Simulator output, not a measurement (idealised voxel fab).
The following is a process module called voxel gate over fins.
Xsec cut, 280 nm wide, square cell size 5 nm.
We lay out every cross-section as a grid of square cells and spell it out in bands from the top down, where one band means one or more rows of cells.
This entry defines a band. It first specifies the height of the band's top and the height of its bottom in nm, and then specifies the band's materials from left to right, stating each material with its width in nm. The word "throughout" identifies a single material that fills the band from edge to edge, while the word "air" identifies empty space.
Counting heights begins at 0, where everything beneath is, in the wafer as received, one material. The lowest band has no bottom; it goes on downwards, as "0 -> down" shows.
Quick explanation for "30->40": the width changes in equal steps down the rows of cells, from the first number in the band's top row to the second number in its bottom row.
When a step is marked "no modifications", none of the cells in the cross-section changed during that step.
For the entry "Listed closed voids", the listed items are empty spaces with no open way to the top whose size is 8 cells or more; each item follows the pattern width x height at distance, where distance is from the left edge and all three are in nm.
Post-settings text on a step line: simulator's own remark regarding the step.
The line of a step may include "overlay nm". On a step with a mask, this value is how far to the right of its planned place the mask lay. A negative value means the mask lay to the left.
## So here's the lineup of process steps we planned
step 1: op RECEIVE | material Si
step 2: op CONFORMAL_DEP | material SiN | thk nm 5
step 3: op MASKED_ETCH | tone cover | mask id FINS | width nm 15 | pitch nm 45 | etch materials SiN | depth nm 5 | overlay nm 0
step 4: op MASKED_ETCH | tone cover | mask id FINS | width nm 15 | pitch nm 45 | etch materials Si | depth nm 30 | overlay nm 0
step 5: op FILL_DEP | material SiO2 | thk nm 15
step 6: op CMP | height nm 5
step 7: op SELECTIVE_ETCH | etch materials SiO2 | depth nm 15
step 8: op STRIP | etch materials SiN
step 9: op CONFORMAL_DEP | material HfO2 | thk nm 5
step 10: op CONFORMAL_DEP | material TiN | thk nm 5
step 11: op FILL_DEP | material W | thk nm 10
step 12: op CMP | height nm 15
step 13: op CONFORMAL_DEP | material SiCN | thk nm 5
## Cross-section of the incoming wafer, state after step 1
* 0 -> down: Si throughout
* Listed closed voids: none
## Figure: cross-sectional view of the wafer upon completion of the module, processed from the initial state and according to the plan depicted above, with one error introduced during execution
* 20 -> 15: SiCN throughout
* 15 -> 10: W throughout
* 10 -> 0: 55 W  35 HfO2  10 W  35 HfO2  10 W  35 HfO2  10 W  35 HfO2  55 W
* 0 -> -10: 65 HfO2  15 Si  30 HfO2  15 Si  30 HfO2  15 Si  30 HfO2  15 Si  65 HfO2
* -10 -> -30: 65 SiO2  15 Si  30 SiO2  15 Si  30 SiO2  15 Si  30 SiO2  15 Si  65 SiO2
* -30 -> down: Si throughout
* Listed closed voids: none
The mistake made against the process plan was this: planned and actual differ for step 10; actual: op CONFORMAL_DEP | material HfO2 | thk nm 5
